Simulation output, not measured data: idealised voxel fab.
Proc. module: voxel capacitor over wiring
This is section cut - it's 160 nm across, gridded in 5 nm square cells.
A cross-section is written here as square cells arranged in a grid, and it is given in bands from the top down, each band taking up one or more rows of cells.
Band: top and bottom heights (nm) first, top before bottom; then materials from left to right, widths in nm. "all across" marks a sole material filling the band edge to edge. "empty" denotes empty space.
Measure heights from 0. That's the level where, below it, the as-received wafer is all one material. The lowest band is bottomless and extends downward; write it as in "0 nm and below".
A two-number width, for instance "30..40", indicates that the width is equal to the first number in the top row of the band and to the second number in the bottom row, and that it changes by a constant amount per row of cells.
"no change occurred" for a step: no cell of the cross-section changed in that step.
In the "Fully sealed cavities" entry, you get each enclosed empty space of 8 cells or more, one with no open way to the top, written width x height at distance, distance from the left edge, in nm.
Formally, on a step line, whatever follows the settings is a remark that the simulator itself makes on the step.
overlay nm: mask right of planned place by this much (step with mask). Neg. = left.
THE STEPS PLANNED FOR THE PROCESS ARE AS FOLLOWS
- 1: RECEIVE: material Si
- 2: CONFORMAL_DEP: material SiO2, thk nm 15
- 3: DIRECTIONAL_DEP: material TiN, thk nm 5
- 4: DIRECTIONAL_DEP: material W, thk nm 25
- 5: DIRECTIONAL_DEP: material aC, thk nm 10
- 6: PATTERN: tone cover, mask id METAL_1, material resist, width nm 20, pitch nm 70, thk nm 25, overlay nm 0
- 7: DIRECTIONAL_ETCH: etch materials aC, depth nm 10
- 8: STRIP: etch materials resist
- 9: DIRECTIONAL_ETCH: etch materials W, depth nm 25
- 10: DIRECTIONAL_ETCH: etch materials TiN, depth nm 5
- 11: STRIP: etch materials aC
- 12: FILL_DEP: material SiO2, thk nm 5
- 13: CMP: height nm 45
- 14: CONFORMAL_DEP: material SiCN, thk nm 5
- 15: DIRECTIONAL_DEP: material lowk, thk nm 10
- 16: MASKED_ETCH: tone open, mask id PLUG_1, width nm 15, etch materials lowk, depth nm 10, overlay nm 0
- 17: MASKED_ETCH: tone open, mask id PLUG_1, width nm 15, etch materials SiCN, depth nm 5, overlay nm 0
- 18: EPI: material Ru, thk nm 10
- 19: EPI: material Ru, thk nm 5
- 20: DIRECTIONAL_DEP: material TiN, thk nm 10
- 21: DIRECTIONAL_DEP: material SiN, thk nm 5
- 22: DIRECTIONAL_DEP: material TiN, thk nm 10
- 23: DIRECTIONAL_DEP: material aC, thk nm 10
- 24: PATTERN: tone cover, mask id UPPER_PLATE, material resist, width nm 55, thk nm 30, overlay nm 0
- 25: DIRECTIONAL_ETCH: etch materials aC, depth nm 10
- 26: STRIP: etch materials resist
- 27: DIRECTIONAL_ETCH: etch materials TiN, depth nm 10
- 28: DIRECTIONAL_ETCH: etch materials SiN, depth nm 5
- 29: STRIP: etch materials aC
- 30: PATTERN: tone cover, mask id LOWER_PLATE, material resist, width nm 65, thk nm 20, overlay nm 0
- 31: DIRECTIONAL_ETCH: etch materials TiN, depth nm 10
- 32: STRIP: etch materials resist
- 33: FILL_DEP: material SiO2, thk nm 15
- 34: CMP: height nm 95
- 35: PATTERN: tone open, mask id PLUG_2, material resist, width nm 15, thk nm 15, overlay nm 0
- 36: DIRECTIONAL_ETCH: etch materials SiO2, depth nm 10
- 37: STRIP: etch materials resist
- 38: CONFORMAL_DEP: material TiN, thk nm 5
- 39: FILL_DEP: material W, thk nm 10
- 40: CMP: height nm 95
- 41: CONFORMAL_DEP: material SiCN, thk nm 5
STEP 1 COMPLETE: CROSS-SECTION OF THE WAFER AS RECEIVED
- 0 nm and below: Si all across
- Fully sealed cavities: none
LOOKING AT THE FIRST OF TWO WAFERS IN CROSS-SECTION AT END OF MODULE - RAN TO PLAN
- 100 nm to 95 nm: SiCN all across
- 95 nm to 90 nm: SiO2 50 nm, then TiN 5 nm, then W 5 nm, then TiN 5 nm, then SiO2 95 nm
- 90 nm to 85 nm: SiO2 50 nm, then TiN 15 nm, then SiO2 95 nm
- 85 nm to 75 nm: SiO2 40 nm, then TiN 55 nm, then SiO2 65 nm
- 75 nm to 70 nm: SiO2 40 nm, then SiN 55 nm, then SiO2 65 nm
- 70 nm to 60 nm: SiO2 35 nm, then TiN 65 nm, then SiO2 60 nm
- 60 nm to 50 nm: lowk 40 nm, then Ru 15 nm, then lowk 105 nm
- 50 nm to 45 nm: SiCN 40 nm, then Ru 15 nm, then SiCN 105 nm
- 45 nm to 20 nm: SiO2 35 nm, then W 20 nm, then SiO2 50 nm, then W 20 nm, then SiO2 35 nm
- 20 nm to 15 nm: SiO2 35 nm, then TiN 20 nm, then SiO2 50 nm, then TiN 20 nm, then SiO2 35 nm
- 15 nm to 0 nm: SiO2 all across
- 0 nm and below: Si all across
- Fully sealed cavities: none
SECOND WAFER THROUGH THE MODULE, SECTIONED AT THE END: SAME BEGINNING AND SAME PLAN AS THE FIRST WAFER, WITH ONE MISTAKE IN CARRYING IT OUT
- 100 nm to 95 nm: SiCN all across
- 95 nm to 90 nm: SiO2 50 nm, then TiN 5 nm, then W 5 nm, then TiN 5 nm, then SiO2 95 nm
- 90 nm to 85 nm: SiO2 50 nm, then TiN 15 nm, then SiO2 95 nm
- 85 nm to 75 nm: SiO2 40 nm, then TiN 55 nm, then SiO2 65 nm
- 75 nm to 70 nm: SiO2 40 nm, then SiN 55 nm, then SiO2 65 nm
- 70 nm to 60 nm: SiO2 35 nm, then TiN 65 nm, then SiO2 60 nm
- 60 nm to 50 nm: lowk 50 nm, then Ru 15 nm, then lowk 95 nm
- 50 nm to 45 nm: SiCN 50 nm, then Ru 5 nm, then SiCN 105 nm
- 45 nm to 20 nm: SiO2 35 nm, then W 20 nm, then SiO2 50 nm, then W 20 nm, then SiO2 35 nm
- 20 nm to 15 nm: SiO2 35 nm, then TiN 20 nm, then SiO2 50 nm, then TiN 20 nm, then SiO2 35 nm
- 15 nm to 0 nm: SiO2 all across
- 0 nm and below: Si all across
- Fully sealed cavities: none
Diagnosis: step 16 changed vs plan, executed as MASKED_ETCH: tone open, mask id PLUG_1, width nm 15, etch materials lowk, depth nm 10, overlay nm 10
At the finish, the second wafer shows more or fewer cells for some materials than the first does: 2 fewer of Ru; 2 more of SiCN
